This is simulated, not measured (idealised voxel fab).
process module | voxel released beams
cross-section cut | 245 nm wide | cells 5 nm
A cross-section is a grid of square cells, given in bands from the top down. A band is one or more rows of cells.
Each band's line starts with the height of the band's top and of its bottom, in nm. Then come its materials from left to right, each with its width in nm. One material with "throughout" fills the band from edge to edge. "air" is empty space.
Height 0 is the level under which the wafer as received is all one material. The lowest band goes on downwards, as in "0 down".
A width such as "30 to 40" changes by the same amount from each row of cells to the next, from the band's top row to its bottom row.
"no change" after a step means that no cell of the cross-section changed.
closed voids: empty space of 8 cells or more with no open way to the top, each as width x height at its distance from the left edge, in nm
after a step's settings: what the simulator itself notes on the step
overlay nm, on a step with a mask: how far to the right of its planned place the mask lay; to the left if negative
Each pair below shows a cross-section before one step and the cross-section after it, down to the lowest band that changed. The line under each pair gives the step between them, with its settings. The pairs can come from different runs of this module on the same starting wafer, so a pair continues from the pair above only where its "before" says so.
before
  0 down: Si throughout
  closed voids: none
after
  5 to 0: Al2O3 throughout
  below 0: unchanged
  closed voids: none
the step between: op CONFORMAL_DEP | material Al2O3 | thk nm 5
before: the cross-section after the pair above
after
  20 to 5: SiO2 throughout
  below 5: unchanged
  closed voids: none
the step between: op DIRECTIONAL_DEP | material SiO2 | thk nm 15
before: the cross-section after the pair above
after
  20 to 5: SiO2 90 | air 25 | SiO2 130
  below 5: unchanged
  closed voids: none
the step between: op MASKED_ETCH | tone open | mask id ANCHOR | width nm 25 | etch materials SiO2 | depth nm 15 | overlay nm 0
before: the cross-section after the pair above
after
  30 to 20: polySi 100 | air 5 | polySi 140
  20 to 15: SiO2 90 | polySi 10 | air 5 | polySi 10 | SiO2 130
  15 to 5: SiO2 90 | polySi 25 | SiO2 130
  below 5: unchanged
  closed voids: none
the step between: op CONFORMAL_DEP | material polySi | thk nm 10
before: the cross-section after the pair above
after
  30 to 20: air 85 | polySi 15 | air 5 | polySi 50 | air 90
  below 20: unchanged
  closed voids: none
the step between: op MASKED_ETCH | tone cover | mask id BEAM | width nm 70 | etch materials polySi | depth nm 10 | overlay nm 0
before: the cross-section after the pair above
after
  30 to 20: air 85 | polySi 15 | air 5 | polySi 50 | air 90
  20 to 15: air 90 | polySi 10 | air 5 | polySi 10 | air 130
  15 to 5: air 90 | polySi 25 | air 130
  below 5: unchanged
  closed voids: none
the step between: op STRIP | etch materials SiO2
before
  5 to 0: Al2O3 throughout
  0 down: Si throughout
  closed voids: none
after
  15 to 5: polySi throughout
  below 5: unchanged
  closed voids: none
the step between: op CONFORMAL_DEP | material polySi | thk nm 10
before: the cross-section after the pair above
after
  15 to 5: air 85 | polySi 70 | air 90
  below 5: unchanged
  closed voids: none
the step between: op MASKED_ETCH | tone cover | mask id BEAM | width nm 70 | etch materials polySi | depth nm 10 | overlay nm 0
before
  0 down: Si throughout
  closed voids: none
after
  15 to 0: SiO2 throughout
  below 0: unchanged
  closed voids: none
the step between: op DIRECTIONAL_DEP | material SiO2 | thk nm 15
before: the cross-section after the pair above
after
  20 to 15: Al2O3 throughout
  below 15: unchanged
  closed voids: none
the step between: op CONFORMAL_DEP | material Al2O3 | thk nm 5
before: the cross-section after the pair above
after
  30 to 20: polySi throughout
  below 20: unchanged
  closed voids: none
the step between: op CONFORMAL_DEP | material polySi | thk nm 10
before: the cross-section after the pair above
after
  30 to 20: air 85 | polySi 70 | air 90
  below 20: unchanged
  closed voids: none
the step between: op MASKED_ETCH | tone cover | mask id BEAM | width nm 70 | etch materials polySi | depth nm 10 | overlay nm 0
before
  5 to 0: Al2O3 throughout
  0 down: Si throughout
  closed voids: none
after
  10 to 5: SiO2 throughout
  below 5: unchanged
  closed voids: none
the step between: op DIRECTIONAL_DEP | material SiO2 | thk nm 5
before: the cross-section after the pair above
after
  10 to 5: SiO2 90 | air 25 | SiO2 130
  below 5: unchanged
  closed voids: none
the step between: op MASKED_ETCH | tone open | mask id ANCHOR | width nm 25 | etch materials SiO2 | depth nm 15 | overlay nm 0
before: the cross-section after the pair above
after
  20 to 15: polySi 100 | air 5 | polySi 140
  15 to 10: polySi throughout
  10 to 5: SiO2 90 | polySi 25 | SiO2 130
  below 5: unchanged
  closed voids: none
the step between: op CONFORMAL_DEP | material polySi | thk nm 10
before: the cross-section after the pair above
after
  20 to 15: air 85 | polySi 15 | air 5 | polySi 50 | air 90
  15 to 10: air 85 | polySi 70 | air 90
  below 10: unchanged
  closed voids: none
the step between: op MASKED_ETCH | tone cover | mask id BEAM | width nm 70 | etch materials polySi | depth nm 10 | overlay nm 0
before: the cross-section after the pair above
after
  20 to 15: air 85 | polySi 15 | air 5 | polySi 50 | air 90
  15 to 5: air 85 to 90 | polySi 70 to 25 | air 90 to 130
  below 5: unchanged
  closed voids: none
the step between: op STRIP | etch materials SiO2
before
  30 to 20: polySi 100 | air 5 | polySi 140
  20 to 15: SiO2 90 | polySi 10 | air 5 | polySi 10 | SiO2 130
  15 to 5: SiO2 90 | polySi 25 | SiO2 130
  5 to 0: Al2O3 throughout
  0 down: Si throughout
  closed voids: none
after
  30 to 20: air 85 | polySi 15 | air 5 | polySi 55 | air 85
  below 20: unchanged
  closed voids: none
the step between: op MASKED_ETCH | tone cover | mask id BEAM | width nm 75 | etch materials polySi | depth nm 10 | overlay nm 0
before: the cross-section after the pair above
after
  30 to 20: air 85 | polySi 15 | air 5 | polySi 55 | air 85
  20 to 15: air 90 | polySi 10 | air 5 | polySi 10 | air 130
  15 to 5: air 90 | polySi 25 | air 130
  below 5: unchanged
  closed voids: none
the step between: op STRIP | etch materials SiO2
before
  30 to 20: polySi 100 | air 5 | polySi 140
  20 to 15: SiO2 90 | polySi 10 | air 5 | polySi 10 | SiO2 130
  15 to 5: SiO2 90 | polySi 25 | SiO2 130
  5 to 0: Al2O3 throughout
  0 down: Si throughout
  closed voids: none
after
  30 to 20: air 80 | polySi 20 | air 5 | polySi 45 | air 95
  below 20: unchanged
  closed voids: none
the step between: op MASKED_ETCH | tone cover | mask id BEAM | width nm 70 | etch materials polySi | depth nm 10 | overlay nm -5
before: the cross-section after the pair above
after
  30 to 20: air 80 | polySi 20 | air 5 | polySi 45 | air 95
  20 to 15: air 90 | polySi 10 | air 5 | polySi 10 | air 130
  15 to 5: air 90 | polySi 25 | air 130
  below 5: unchanged
  closed voids: none
the step between: op STRIP | etch materials SiO2
before
  30 to 20: air 85 | polySi 15 | air 5 | polySi 50 | air 90
  20 to 15: SiO2 90 | polySi 10 | air 5 | polySi 10 | SiO2 130
  15 to 5: SiO2 90 | polySi 25 | SiO2 130
  5 to 0: Al2O3 throughout
  0 down: Si throughout
  closed voids: none
after
  20 to 5: SiO2 90 | air 25 | SiO2 130
  below 5: unchanged
  closed voids: none
the step between: op STRIP | etch materials polySi
before
  20 to 5: SiO2 throughout
  5 to 0: Al2O3 throughout
  0 down: Si throughout
  closed voids: none
after
  20 to 5: air 90 | SiO2 25 | air 130
  below 5: unchanged
  closed voids: none
the step between: op MASKED_ETCH | tone cover | mask id ANCHOR | width nm 25 | etch materials SiO2 | depth nm 15 | overlay nm 0
before: the cross-section after the pair above
after
  30 to 20: air 80 | polySi 45 | air 120
  20 to 15: air 80 | polySi 10 | SiO2 25 | polySi 10 | air 120
  15 to 5: polySi 90 | SiO2 25 | polySi 130
  below 5: unchanged
  closed voids: none
the step between: op CONFORMAL_DEP | material polySi | thk nm 10
before: the cross-section after the pair above
after
  30 to 20: air 85 | polySi 40 | air 120
  20 to 15: air 80 | polySi 10 | SiO2 25 | polySi 10 | air 120
  15 to 5: air 80 | polySi 10 | SiO2 25 | polySi 40 | air 90
  below 5: unchanged
  closed voids: none
the step between: op MASKED_ETCH | tone cover | mask id BEAM | width nm 70 | etch materials polySi | depth nm 10 | overlay nm 0
